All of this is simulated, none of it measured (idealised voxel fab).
The following process module bears the name voxel transistor to metal.
Shown is cross-section cut, with a width of 165 nm and square cells of size 5 nm.
Cross-sections here: square-cell grids, written as top-down lists of bands, a band being one or more rows of cells.
Top, bottom (nm), then materials left to right with widths (nm); lone material tagged "edge to edge" fills the whole band edge to edge; "empty" = empty space.
Measure heights from 0. That's the level where, below it, the as-received wafer is all one material. The lowest band is bottomless and extends downward; write it as in "z 0 and below".
It should be noted that a width expressed as "30 to 40" varies in equal increments from row to row of cells within the band, taking the value of the first number at the top row and that of the second number at the bottom row.
Given "no change" for a step, no cell of the cross-section differs between before and after that step.
Empty spaces counting at least 8 cells and having no open way to the top are listed in "Unvented internal voids". The notation width x height at distance is used for each, the distance being from the left edge and all three values in nm.
Where a step's line continues beyond its settings, the continuation is a remark by the simulator itself on that step.
Among the settings permitted on a step's line is "overlay nm"; applied to a step with a mask, it specifies the extent to which the mask lay to the right of its planned position, whereas a negative figure signifies a position to the left.

So here's the lineup of process steps we planned:
- 1: RECEIVE,material Si
- 2: CONFORMAL_DEP,material SiO2,thk nm 5
- 3: CONFORMAL_DEP,material SiN,thk nm 10
- 4: PATTERN,tone cover,mask id ACTIVE,material resist,width nm 105,thk nm 15,overlay nm 0
- 5: DIRECTIONAL_ETCH,etch materials SiN,depth nm 10
- 6: DIRECTIONAL_ETCH,etch materials SiO2,depth nm 5
- 7: DIRECTIONAL_ETCH,etch materials Si,depth nm 20
- 8: STRIP,etch materials resist
- 9: FILL_DEP,material SiO2,thk nm 10
- 10: CMP,height nm 15
- 11: SELECTIVE_ETCH,etch materials SiO2,depth nm 5
- 12: STRIP,etch materials SiN
- 13: SELECTIVE_ETCH,etch materials SiO2,depth nm 5
- 14: OXIDIZE,depth nm 5
- 15: DIRECTIONAL_DEP,material polySi,thk nm 25
- 16: DIRECTIONAL_DEP,material SiCN,thk nm 10
- 17: DIRECTIONAL_DEP,material aC,thk nm 15
- 18: PATTERN,tone cover,mask id GATE,material resist,width nm 15,thk nm 30,overlay nm 0
- 19: DIRECTIONAL_ETCH,etch materials aC,depth nm 15
- 20: STRIP,etch materials resist
- 21: DIRECTIONAL_ETCH,etch materials SiCN,depth nm 20
- 22: DIRECTIONAL_ETCH,etch materials polySi,depth nm 35
- 23: STRIP,etch materials aC
- 24: CONFORMAL_DEP,material SiO2,thk nm 5
- 25: DIRECTIONAL_ETCH,etch materials SiO2,depth nm 5
- 26: CONFORMAL_DEP,material SiN,thk nm 5
- 27: DIRECTIONAL_ETCH,etch materials SiN,depth nm 5
- 28: DIRECTIONAL_ETCH,etch materials SiO2,depth nm 5
- 29: EPI,material SiGe,thk nm 5
- 30: FILL_DEP,material SiO2,thk nm 10
- 31: CMP,height nm 35
- 32: DIRECTIONAL_DEP,material SiO2,thk nm 10
- 33: PATTERN,tone open,mask id CONTACT,material resist,width nm 20,pitch nm 65,thk nm 20,overlay nm 0
- 34: DIRECTIONAL_ETCH,etch materials SiO2,depth nm 45
- 35: STRIP,etch materials resist
- 36: CONFORMAL_DEP,material TiN,thk nm 5
- 37: FILL_DEP,material Ru,thk nm 5
- 38: CMP,height nm 45
- 39: DIRECTIONAL_DEP,material TiN,thk nm 5
- 40: DIRECTIONAL_DEP,material W,thk nm 20
- 41: MASKED_ETCH,tone cover,mask id METAL_1,width nm 20,pitch nm 65,etch materials W,depth nm 20,overlay nm 0
- 42: MASKED_ETCH,tone cover,mask id METAL_1,width nm 20,pitch nm 65,etch materials TiN,depth nm 5,overlay nm 0
- 43: CONFORMAL_DEP,material SiCN,thk nm 5
- 44: FILL_DEP,material lowk,thk nm 10
- 45: CMP,height nm 70
- 46: CONFORMAL_DEP,material SiN,thk nm 5

Cross-section, incoming material, after step 1:
- z 0 and below = Si edge to edge
- Unvented internal voids: none

Post-module cross-section of the first of two wafers (run per plan):
- z 75 to 70 = SiN edge to edge
- z 70 to 50 = 35 nm lowk, then 5 nm SiCN, then 20 nm W, then 5 nm SiCN, then 35 nm lowk, then 5 nm SiCN, then 20 nm W, then 5 nm SiCN, then 35 nm lowk
- z 50 to 45 = 40 nm SiCN, then 20 nm TiN, then 45 nm SiCN, then 20 nm TiN, then 40 nm SiCN
- z 45 to 35 = 40 nm SiO2, then 5 nm TiN, then 10 nm Ru, then 5 nm TiN, then 45 nm SiO2, then 5 nm TiN, then 10 nm Ru, then 5 nm TiN, then 40 nm SiO2
- z 35 to 25 = 40 nm SiO2, then 5 nm TiN, then 10 nm Ru, then 5 nm TiN, then 5 nm SiO2, then 5 nm SiN, then 5 nm SiO2, then 15 nm SiCN, then 5 nm SiO2, then 5 nm SiN, then 5 nm SiO2, then 5 nm TiN, then 10 nm Ru, then 5 nm TiN, then 40 nm SiO2
- z 25 to 5 = 40 nm SiO2, then 5 nm TiN, then 10 nm Ru, then 5 nm TiN, then 5 nm SiO2, then 5 nm SiN, then 5 nm SiO2, then 15 nm polySi, then 5 nm SiO2, then 5 nm SiN, then 5 nm SiO2, then 5 nm TiN, then 10 nm Ru, then 5 nm TiN, then 40 nm SiO2
- z 5 to 0 = 30 nm SiO2, then 5 nm SiN, then 5 nm SiO2, then 20 nm TiN, then 5 nm SiO2, then 5 nm SiN, then 5 nm SiO2, then 15 nm polySi, then 5 nm SiO2, then 5 nm SiN, then 5 nm SiO2, then 20 nm TiN, then 5 nm SiO2, then 5 nm SiN, then 30 nm SiO2
- z 0 to -5 = 35 nm SiO2, then 30 nm SiGe, then 35 nm SiO2, then 30 nm SiGe, then 35 nm SiO2
- z -5 to -20 = 30 nm SiO2, then 105 nm Si, then 30 nm SiO2
- z -20 and below = Si edge to edge
- Unvented internal voids: none

Module end: cross-section of wafer two of two. Same start and process plan as the first wafer. One mistake during execution:
- z 75 to 70 = SiN edge to edge
- z 70 to 50 = 35 nm lowk, then 5 nm SiCN, then 20 nm W, then 5 nm SiCN, then 35 nm lowk, then 5 nm SiCN, then 20 nm W, then 5 nm SiCN, then 35 nm lowk
- z 50 to 45 = 40 nm SiCN, then 20 nm TiN, then 45 nm SiCN, then 20 nm TiN, then 40 nm SiCN
- z 45 to 30 = 40 nm SiO2, then 5 nm TiN, then 10 nm Ru, then 5 nm TiN, then 45 nm SiO2, then 5 nm TiN, then 10 nm Ru, then 5 nm TiN, then 40 nm SiO2
- z 30 to 25 = 40 nm SiO2, then 5 nm TiN, then 10 nm Ru, then 5 nm TiN, then 5 nm SiO2, then 5 nm SiN, then 5 nm SiO2, then 15 nm SiCN, then 5 nm SiO2, then 5 nm SiN, then 5 nm SiO2, then 5 nm TiN, then 10 nm Ru, then 5 nm TiN, then 40 nm SiO2
- z 25 to 5 = 40 nm SiO2, then 5 nm TiN, then 10 nm Ru, then 5 nm TiN, then 5 nm SiO2, then 5 nm SiN, then 5 nm SiO2, then 15 nm polySi, then 5 nm SiO2, then 5 nm SiN, then 5 nm SiO2, then 5 nm TiN, then 10 nm Ru, then 5 nm TiN, then 40 nm SiO2
- z 5 to 0 = 30 nm SiO2, then 5 nm SiN, then 5 nm SiO2, then 20 nm TiN, then 5 nm SiO2, then 5 nm SiN, then 5 nm SiO2, then 15 nm polySi, then 5 nm SiO2, then 5 nm SiN, then 5 nm SiO2, then 20 nm TiN, then 5 nm SiO2, then 5 nm SiN, then 30 nm SiO2
- z 0 to -5 = 35 nm SiO2, then 30 nm SiGe, then 35 nm SiO2, then 30 nm SiGe, then 35 nm SiO2
- z -5 to -20 = 30 nm SiO2, then 105 nm Si, then 30 nm SiO2
- z -20 and below = Si edge to edge
- Unvented internal voids: none
Deviation noted in wafer processing: rather than as planned, step 16 actually ran as DIRECTIONAL_DEP,material SiCN,thk nm 5
Counted in cells at the end, the second wafer holds more or fewer of these materials than the first: SiCN: 3 fewer | SiN: 2 fewer | SiO2: 5 more
